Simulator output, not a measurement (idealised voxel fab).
Presented below is a process module, voxel gate over fins.
250 nm wide, 5 nm square cells: that's cross-section cut.
The cross-sections in this document take the form of a grid made of square cells. They are written out as bands, in order from top to bottom. Each band consists of one or more rows of cells.
Heads up on the band format: heights come first, top then bottom, in nm. After that it's the materials left to right, each with its width in nm. A single material flagged "edge to edge" fills the whole band edge to edge, and "air" means there's empty space there.
Heights are reckoned from 0. Under this level, the received wafer is all of one material. The bottommost band is open-ended downward, for example "from 0 down".
When a width is written as two numbers, as in "30..40", the first number is the width in the top row of cells of the band and the second is the width in its bottom row, and the width changes by the same amount from each row to the next.
Basically "remains unaltered" means that step didn't change any cell in the cross-section.
Heads up: "Sealed void listing" only lists the empty pockets with no open path to the top that are 8 cells or more, and it writes them as width x height at distance, distance from the left edge, in nm.
Formally, on a step line, whatever follows the settings is a remark that the simulator itself makes on the step.
On any step carrying a mask, the "overlay nm" setting, if present on the step's line, tells how far right of its planned place the mask lay; negative values point to the left.

Listed below are the process steps as planned
1: op RECEIVE | material Si
2: op CONFORMAL_DEP | material SiN | thk nm 5
3: op MASKED_ETCH | tone cover | mask id FINS | width nm 15 | pitch nm 60 | etch materials SiN | depth nm 5 | overlay nm 0
4: op MASKED_ETCH | tone cover | mask id FINS | width nm 15 | pitch nm 60 | etch materials Si | depth nm 40 | overlay nm 0
5: op OXIDIZE | depth nm 5
6: op FILL_DEP | material SiO2 | thk nm 10
7: op CMP | height nm 5
8: op DIRECTIONAL_DEP | material aC | thk nm 10
9: op PATTERN | tone open | mask id RAIL | material resist | width nm 15 | thk nm 30 | overlay nm 0
10: op DIRECTIONAL_ETCH | etch materials aC | depth nm 10
11: op STRIP | etch materials resist
12: op DIRECTIONAL_ETCH | etch materials SiO2 | depth nm 40
13: op STRIP | etch materials aC
14: op CONFORMAL_DEP | material TiN | thk nm 5
15: op FILL_DEP | material W | thk nm 10
16: op CMP | height nm 5
17: op SELECTIVE_ETCH | etch materials W Ru TiN | depth nm 25
18: op FILL_DEP | material SiO2 | thk nm 5
19: op CMP | height nm 5
20: op SELECTIVE_ETCH | etch materials SiO2 | depth nm 15
21: op STRIP | etch materials SiN
22: op CONFORMAL_DEP | material HfO2 | thk nm 5
23: op CONFORMAL_DEP | material TiN | thk nm 5
24: op CONFORMAL_DEP | material TiAl | thk nm 5
25: op CONFORMAL_DEP | material TiN | thk nm 5
26: op FILL_DEP | material W | thk nm 10
27: op CMP | height nm 25
28: op CONFORMAL_DEP | material SiN | thk nm 10

The first of the two wafers, which ran as planned

as received, after step 1
> from 0 down = Si edge to edge
> Sealed void listing: none

How the wafer stands in section after step 2
> from 5 to 0 = SiN edge to edge
> For the remainder of the cross-section, below 0, there is no change.

How the wafer stands in section after step 3
> from 5 to 0 = air (55) / SiN (15) / air (45) / SiN (15) / air (45) / SiN (15) / air (60)
> For the remainder of the cross-section, below 0, there is no change.

How the wafer stands in section after step 4
> from 5 to 0 = air (55) / SiN (15) / air (45) / SiN (15) / air (45) / SiN (15) / air (60)
> from 0 to -40 = air (55) / Si (15) / air (45) / Si (15) / air (45) / Si (15) / air (60)
> For the remainder of the cross-section, below -40, there is no change.

How the wafer stands in section after step 5
> from 5 to 0 = air (55) / SiN (15) / air (45) / SiN (15) / air (45) / SiN (15) / air (60)
> from 0 to -40 = air (55) / SiO2 (5) / Si (5) / SiO2 (5) / air (45) / SiO2 (5) / Si (5) / SiO2 (5) / air (45) / SiO2 (5) / Si (5) / SiO2 (5) / air (60)
> from -40 to -45 = SiO2 (60) / Si (5) / SiO2 (55) / Si (5) / SiO2 (55) / Si (5) / SiO2 (65)
> For the remainder of the cross-section, below -45, there is no change.

How the wafer stands in section after step 6
> from 15 to 5 = SiO2 edge to edge
> from 5 to 0 = SiO2 (55) / SiN (15) / SiO2 (45) / SiN (15) / SiO2 (45) / SiN (15) / SiO2 (60)
> from 0 to -45 = SiO2 (60) / Si (5) / SiO2 (55) / Si (5) / SiO2 (55) / Si (5) / SiO2 (65)
> For the remainder of the cross-section, below -45, there is no change.

How the wafer stands in section after step 7
> from 5 to 0 = SiO2 (55) / SiN (15) / SiO2 (45) / SiN (15) / SiO2 (45) / SiN (15) / SiO2 (60)
> For the remainder of the cross-section, below 0, there is no change.

How the wafer stands in section after step 8
> from 15 to 5 = aC edge to edge
> For the remainder of the cross-section, below 5, there is no change.

How the wafer stands in section after step 9
> from 45 to 15 = resist (85) / air (15) / resist (150)
> For the remainder of the cross-section, below 15, there is no change.

How the wafer stands in section after step 10
> from 35 to 15 = resist (85) / air (15) / resist (150)
> from 15 to 5 = aC (85) / air (15) / aC (150)
> For the remainder of the cross-section, below 5, there is no change.

How the wafer stands in section after step 11
> from 15 to 5 = aC (85) / air (15) / aC (150)
> For the remainder of the cross-section, below 5, there is no change.

How the wafer stands in section after step 12
> from 15 to 5 = aC (85) / air (15) / aC (150)
> from 5 to 0 = SiO2 (55) / SiN (15) / SiO2 (15) / air (15) / SiO2 (15) / SiN (15) / SiO2 (45) / SiN (15) / SiO2 (60)
> from 0 to -35 = SiO2 (60) / Si (5) / SiO2 (20) / air (15) / SiO2 (20) / Si (5) / SiO2 (55) / Si (5) / SiO2 (65)
> For the remainder of the cross-section, below -35, there is no change.

How the wafer stands in section after step 13
> from 5 to 0 = SiO2 (55) / SiN (15) / SiO2 (15) / air (15) / SiO2 (15) / SiN (15) / SiO2 (45) / SiN (15) / SiO2 (60)
> For the remainder of the cross-section, below 0, there is no change.

How the wafer stands in section after step 14
> from 10 to 5 = TiN (90) / air (5) / TiN (155)
> from 5 to 0 = SiO2 (55) / SiN (15) / SiO2 (15) / TiN (5) / air (5) / TiN (5) / SiO2 (15) / SiN (15) / SiO2 (45) / SiN (15) / SiO2 (60)
> from 0 to -30 = SiO2 (60) / Si (5) / SiO2 (20) / TiN (5) / air (5) / TiN (5) / SiO2 (20) / Si (5) / SiO2 (55) / Si (5) / SiO2 (65)
> from -30 to -35 = SiO2 (60) / Si (5) / SiO2 (20) / TiN (15) / SiO2 (20) / Si (5) / SiO2 (55) / Si (5) / SiO2 (65)
> For the remainder of the cross-section, below -35, there is no change.

How the wafer stands in section after step 15
> from 20 to 10 = W edge to edge
> from 10 to 5 = TiN (90) / W (5) / TiN (155)
> from 5 to 0 = SiO2 (55) / SiN (15) / SiO2 (15) / TiN (5) / W (5) / TiN (5) / SiO2 (15) / SiN (15) / SiO2 (45) / SiN (15) / SiO2 (60)
> from 0 to -30 = SiO2 (60) / Si (5) / SiO2 (20) / TiN (5) / W (5) / TiN (5) / SiO2 (20) / Si (5) / SiO2 (55) / Si (5) / SiO2 (65)
> For the remainder of the cross-section, below -30, there is no change.

How the wafer stands in section after step 16
> from 5 to 0 = SiO2 (55) / SiN (15) / SiO2 (15) / TiN (5) / W (5) / TiN (5) / SiO2 (15) / SiN (15) / SiO2 (45) / SiN (15) / SiO2 (60)
> For the remainder of the cross-section, below 0, there is no change.

How the wafer stands in section after step 17
> from 5 to 0 = SiO2 (55) / SiN (15) / SiO2 (15) / air (15) / SiO2 (15) / SiN (15) / SiO2 (45) / SiN (15) / SiO2 (60)
> from 0 to -20 = SiO2 (60) / Si (5) / SiO2 (20) / air (15) / SiO2 (20) / Si (5) / SiO2 (55) / Si (5) / SiO2 (65)
> For the remainder of the cross-section, below -20, there is no change.

How the wafer stands in section after step 18
> from 10 to 5 = SiO2 edge to edge
> from 5 to 0 = SiO2 (55) / SiN (15) / SiO2 (45) / SiN (15) / SiO2 (45) / SiN (15) / SiO2 (60)
> from 0 to -20 = SiO2 (60) / Si (5) / SiO2 (55) / Si (5) / SiO2 (55) / Si (5) / SiO2 (65)
> For the remainder of the cross-section, below -20, there is no change.

How the wafer stands in section after step 19
> from 5 to 0 = SiO2 (55) / SiN (15) / SiO2 (45) / SiN (15) / SiO2 (45) / SiN (15) / SiO2 (60)
> For the remainder of the cross-section, below 0, there is no change.

How the wafer stands in section after step 20
> from 5 to 0 = air (55) / SiN (15) / air (45) / SiN (15) / air (45) / SiN (15) / air (60)
> from 0 to -10 = air (60) / Si (5) / air (55) / Si (5) / air (55) / Si (5) / air (65)
> For the remainder of the cross-section, below -10, there is no change.

How the wafer stands in section after step 21
> from 0 to -10 = air (60) / Si (5) / air (55) / Si (5) / air (55) / Si (5) / air (65)
> For the remainder of the cross-section, below -10, there is no change.

How the wafer stands in section after step 22
> from 5 to 0 = air (55) / HfO2 (15) / air (45) / HfO2 (15) / air (45) / HfO2 (15) / air (60)
> from 0 to -5 = air (55) / HfO2 (5) / Si (5) / HfO2 (5) / air (45) / HfO2 (5) / Si (5) / HfO2 (5) / air (45) / HfO2 (5) / Si (5) / HfO2 (5) / air (60)
> from -5 to -10 = HfO2 (60) / Si (5) / HfO2 (55) / Si (5) / HfO2 (55) / Si (5) / HfO2 (65)
> For the remainder of the cross-section, below -10, there is no change.

How the wafer stands in section after step 23
> from 10 to 5 = air (50) / TiN (25) / air (35) / TiN (25) / air (35) / TiN (25) / air (55)
> from 5 to 0 = air (50) / TiN (5) / HfO2 (15) / TiN (5) / air (35) / TiN (5) / HfO2 (15) / TiN (5) / air (35) / TiN (5) / HfO2 (15) / TiN (5) / air (55)
> from 0 to -5 = TiN (55) / HfO2 (5) / Si (5) / HfO2 (5) / TiN (45) / HfO2 (5) / Si (5) / HfO2 (5) / TiN (45) / HfO2 (5) / Si (5) / HfO2 (5) / TiN (60)
> For the remainder of the cross-section, below -5, there is no change.

How the wafer stands in section after step 24
> from 15 to 10 = air (45) / TiAl (35) / air (25) / TiAl (35) / air (25) / TiAl (35) / air (50)
> from 10 to 5 = air (45) / TiAl (5) / TiN (25) / TiAl (5) / air (25) / TiAl (5) / TiN (25) / TiAl (5) / air (25) / TiAl (5) / TiN (25) / TiAl (5) / air (50)
> from 5 to 0 = TiAl (50) / TiN (5) / HfO2 (15) / TiN (5) / TiAl (35) / TiN (5) / HfO2 (15) / TiN (5) / TiAl (35) / TiN (5) / HfO2 (15) / TiN (5) / TiAl (55)
> For the remainder of the cross-section, below 0, there is no change.

How the wafer stands in section after step 25
> from 20 to 15 = air (40) / TiN (45) / air (15) / TiN (45) / air (15) / TiN (45) / air (45)
> from 15 to 10 = air (40) / TiN (5) / TiAl (35) / TiN (5) / air (15) / TiN (5) / TiAl (35) / TiN (5) / air (15) / TiN (5) / TiAl (35) / TiN (5) / air (45)
> from 10 to 5 = TiN (45) / TiAl (5) / TiN (25) / TiAl (5) / TiN (25) / TiAl (5) / TiN (25) / TiAl (5) / TiN (25) / TiAl (5) / TiN (25) / TiAl (5) / TiN (50)
> For the remainder of the cross-section, below 5, there is no change.

How the wafer stands in section after step 26
> from 30 to 20 = W edge to edge
> from 20 to 15 = W (40) / TiN (45) / W (15) / TiN (45) / W (15) / TiN (45) / W (45)
> from 15 to 10 = W (40) / TiN (5) / TiAl (35) / TiN (5) / W (15) / TiN (5) / TiAl (35) / TiN (5) / W (15) / TiN (5) / TiAl (35) / TiN (5) / W (45)
> For the remainder of the cross-section, below 10, there is no change.

How the wafer stands in section after step 27
> from 25 to 20 = W edge to edge
> For the remainder of the cross-section, below 20, there is no change.

How the wafer stands in section after step 28
> from 35 to 25 = SiN edge to edge
> For the remainder of the cross-section, below 25, there is no change.

Wafer two. Same start, same plan, one slip in execution. Same as wafer one through step 19, inclusive

What the second wafer looks like in cross-section when step 20 should have wrapped up
> from 5 to 0 = air (55) / SiN (15) / air (45) / SiN (15) / air (45) / SiN (15) / air (60)
> from 0 to -20 = air (60) / Si (5) / air (55) / Si (5) / air (55) / Si (5) / air (65)
> from -20 to -25 = air (60) / Si (5) / air (20) / TiN (5) / W (5) / TiN (5) / air (20) / Si (5) / air (55) / Si (5) / air (65)
> For the remainder of the cross-section, below -25, there is no change.

What the second wafer looks like in cross-section when step 21 should have wrapped up
> from 0 to -20 = air (60) / Si (5) / air (55) / Si (5) / air (55) / Si (5) / air (65)
> For the remainder of the cross-section, below -20, there is no change.

What the second wafer looks like in cross-section when step 22 should have wrapped up
> from 5 to 0 = air (55) / HfO2 (15) / air (45) / HfO2 (15) / air (45) / HfO2 (15) / air (60)
> from 0 to -15 = air (55) / HfO2 (5) / Si (5) / HfO2 (5) / air (45) / HfO2 (5) / Si (5) / HfO2 (5) / air (45) / HfO2 (5) / Si (5) / HfO2 (5) / air (60)
> from -15 to -20 = air (55) / HfO2 (5) / Si (5) / HfO2 (5) / air (10) / HfO2 (25) / air (10) / HfO2 (5) / Si (5) / HfO2 (5) / air (45) / HfO2 (5) / Si (5) / HfO2 (5) / air (60)
> from -20 to -25 = HfO2 (60) / Si (5) / HfO2 (20) / TiN (5) / W (5) / TiN (5) / HfO2 (20) / Si (5) / HfO2 (55) / Si (5) / HfO2 (65)
> For the remainder of the cross-section, below -25, there is no change.

What the second wafer looks like in cross-section when step 23 should have wrapped up
> from 10 to 5 = air (50) / TiN (25) / air (35) / TiN (25) / air (35) / TiN (25) / air (55)
> from 5 to 0 = air (50) / TiN (5) / HfO2 (15) / TiN (5) / air (35) / TiN (5) / HfO2 (15) / TiN (5) / air (35) / TiN (5) / HfO2 (15) / TiN (5) / air (55)
> from 0 to -10 = air (50) / TiN (5) / HfO2 (5) / Si (5) / HfO2 (5) / TiN (5) / air (35) / TiN (5) / HfO2 (5) / Si (5) / HfO2 (5) / TiN (5) / air (35) / TiN (5) / HfO2 (5) / Si (5) / HfO2 (5) / TiN (5) / air (55)
> from -10 to -15 = air (50) / TiN (5) / HfO2 (5) / Si (5) / HfO2 (5) / TiN (45) / HfO2 (5) / Si (5) / HfO2 (5) / TiN (5) / air (35) / TiN (5) / HfO2 (5) / Si (5) / HfO2 (5) / TiN (5) / air (55)
> from -15 to -20 = TiN (55) / HfO2 (5) / Si (5) / HfO2 (5) / TiN (10) / HfO2 (25) / TiN (10) / HfO2 (5) / Si (5) / HfO2 (5) / TiN (45) / HfO2 (5) / Si (5) / HfO2 (5) / TiN (60)
> For the remainder of the cross-section, below -20, there is no change.

What the second wafer looks like in cross-section when step 24 should have wrapped up
> from 15 to 10 = air (45) / TiAl (35) / air (25) / TiAl (35) / air (25) / TiAl (35) / air (50)
> from 10 to 5 = air (45) / TiAl (5) / TiN (25) / TiAl (5) / air (25) / TiAl (5) / TiN (25) / TiAl (5) / air (25) / TiAl (5) / TiN (25) / TiAl (5) / air (50)
> from 5 to 0 = air (45) / TiAl (5) / TiN (5) / HfO2 (15) / TiN (5) / TiAl (5) / air (25) / TiAl (5) / TiN (5) / HfO2 (15) / TiN (5) / TiAl (5) / air (25) / TiAl (5) / TiN (5) / HfO2 (15) / TiN (5) / TiAl (5) / air (50)
> from 0 to -5 = air (45) / TiAl (5) / TiN (5) / HfO2 (5) / Si (5) / HfO2 (5) / TiN (5) / TiAl (5) / air (25) / TiAl (5) / TiN (5) / HfO2 (5) / Si (5) / HfO2 (5) / TiN (5) / TiAl (5) / air (25) / TiAl (5) / TiN (5) / HfO2 (5) / Si (5) / HfO2 (5) / TiN (5) / TiAl (5) / air (50)
> from -5 to -10 = air (45) / TiAl (5) / TiN (5) / HfO2 (5) / Si (5) / HfO2 (5) / TiN (5) / TiAl (35) / TiN (5) / HfO2 (5) / Si (5) / HfO2 (5) / TiN (5) / TiAl (5) / air (25) / TiAl (5) / TiN (5) / HfO2 (5) / Si (5) / HfO2 (5) / TiN (5) / TiAl (5) / air (50)
> from -10 to -15 = TiAl (50) / TiN (5) / HfO2 (5) / Si (5) / HfO2 (5) / TiN (45) / HfO2 (5) / Si (5) / HfO2 (5) / TiN (5) / TiAl (35) / TiN (5) / HfO2 (5) / Si (5) / HfO2 (5) / TiN (5) / TiAl (55)
> For the remainder of the cross-section, below -15, there is no change.

What the second wafer looks like in cross-section when step 25 should have wrapped up
> from 20 to 15 = air (40) / TiN (45) / air (15) / TiN (45) / air (15) / TiN (45) / air (45)
> from 15 to 10 = air (40) / TiN (5) / TiAl (35) / TiN (5) / air (15) / TiN (5) / TiAl (35) / TiN (5) / air (15) / TiN (5) / TiAl (35) / TiN (5) / air (45)
> from 10 to 5 = air (40) / TiN (5) / TiAl (5) / TiN (25) / TiAl (5) / TiN (5) / air (15) / TiN (5) / TiAl (5) / TiN (25) / TiAl (5) / TiN (5) / air (15) / TiN (5) / TiAl (5) / TiN (25) / TiAl (5) / TiN (5) / air (45)
> from 5 to 0 = air (40) / TiN (5) / TiAl (5) / TiN (5) / HfO2 (15) / TiN (5) / TiAl (5) / TiN (5) / air (15) / TiN (5) / TiAl (5) / TiN (5) / HfO2 (15) / TiN (5) / TiAl (5) / TiN (5) / air (15) / TiN (5) / TiAl (5) / TiN (5) / HfO2 (15) / TiN (5) / TiAl (5) / TiN (5) / air (45)
> from 0 to -5 = air (40) / TiN (5) / TiAl (5) / TiN (5) / HfO2 (5) / Si (5) / HfO2 (5) / TiN (5) / TiAl (5) / TiN (25) / TiAl (5) / TiN (5) / HfO2 (5) / Si (5) / HfO2 (5) / TiN (5) / TiAl (5) / TiN (5) / air (15) / TiN (5) / TiAl (5) / TiN (5) / HfO2 (5) / Si (5) / HfO2 (5) / TiN (5) / TiAl (5) / TiN (5) / air (45)
> from -5 to -10 = TiN (45) / TiAl (5) / TiN (5) / HfO2 (5) / Si (5) / HfO2 (5) / TiN (5) / TiAl (35) / TiN (5) / HfO2 (5) / Si (5) / HfO2 (5) / TiN (5) / TiAl (5) / TiN (25) / TiAl (5) / TiN (5) / HfO2 (5) / Si (5) / HfO2 (5) / TiN (5) / TiAl (5) / TiN (50)
> For the remainder of the cross-section, below -10, there is no change.

What the second wafer looks like in cross-section when step 26 should have wrapped up
> from 30 to 20 = W edge to edge
> from 20 to 15 = W (40) / TiN (45) / W (15) / TiN (45) / W (15) / TiN (45) / W (45)
> from 15 to 10 = W (40) / TiN (5) / TiAl (35) / TiN (5) / W (15) / TiN (5) / TiAl (35) / TiN (5) / W (15) / TiN (5) / TiAl (35) / TiN (5) / W (45)
> from 10 to 5 = W (40) / TiN (5) / TiAl (5) / TiN (25) / TiAl (5) / TiN (5) / W (15) / TiN (5) / TiAl (5) / TiN (25) / TiAl (5) / TiN (5) / W (15) / TiN (5) / TiAl (5) / TiN (25) / TiAl (5) / TiN (5) / W (45)
> from 5 to 0 = W (40) / TiN (5) / TiAl (5) / TiN (5) / HfO2 (15) / TiN (5) / TiAl (5) / TiN (5) / W (15) / TiN (5) / TiAl (5) / TiN (5) / HfO2 (15) / TiN (5) / TiAl (5) / TiN (5) / W (15) / TiN (5) / TiAl (5) / TiN (5) / HfO2 (15) / TiN (5) / TiAl (5) / TiN (5) / W (45)
> from 0 to -5 = W (40) / TiN (5) / TiAl (5) / TiN (5) / HfO2 (5) / Si (5) / HfO2 (5) / TiN (5) / TiAl (5) / TiN (25) / TiAl (5) / TiN (5) / HfO2 (5) / Si (5) / HfO2 (5) / TiN (5) / TiAl (5) / TiN (5) / W (15) / TiN (5) / TiAl (5) / TiN (5) / HfO2 (5) / Si (5) / HfO2 (5) / TiN (5) / TiAl (5) / TiN (5) / W (45)
> For the remainder of the cross-section, below -5, there is no change.

What the second wafer looks like in cross-section when step 27 should have wrapped up
> from 25 to 20 = W edge to edge
> For the remainder of the cross-section, below 20, there is no change.

What the second wafer looks like in cross-section when step 28 should have wrapped up
> from 35 to 25 = SiN edge to edge
> For the remainder of the cross-section, below 25, there is no change.
Processing error: in the plan, step 20 was performed twice
It is noted that, at the conclusion of processing, the second wafer exhibits a higher or lower cell count for certain materials relative to the first: HfO2 +20 | SiO2 -138 | TiAl +16 | TiN +36 | W +66
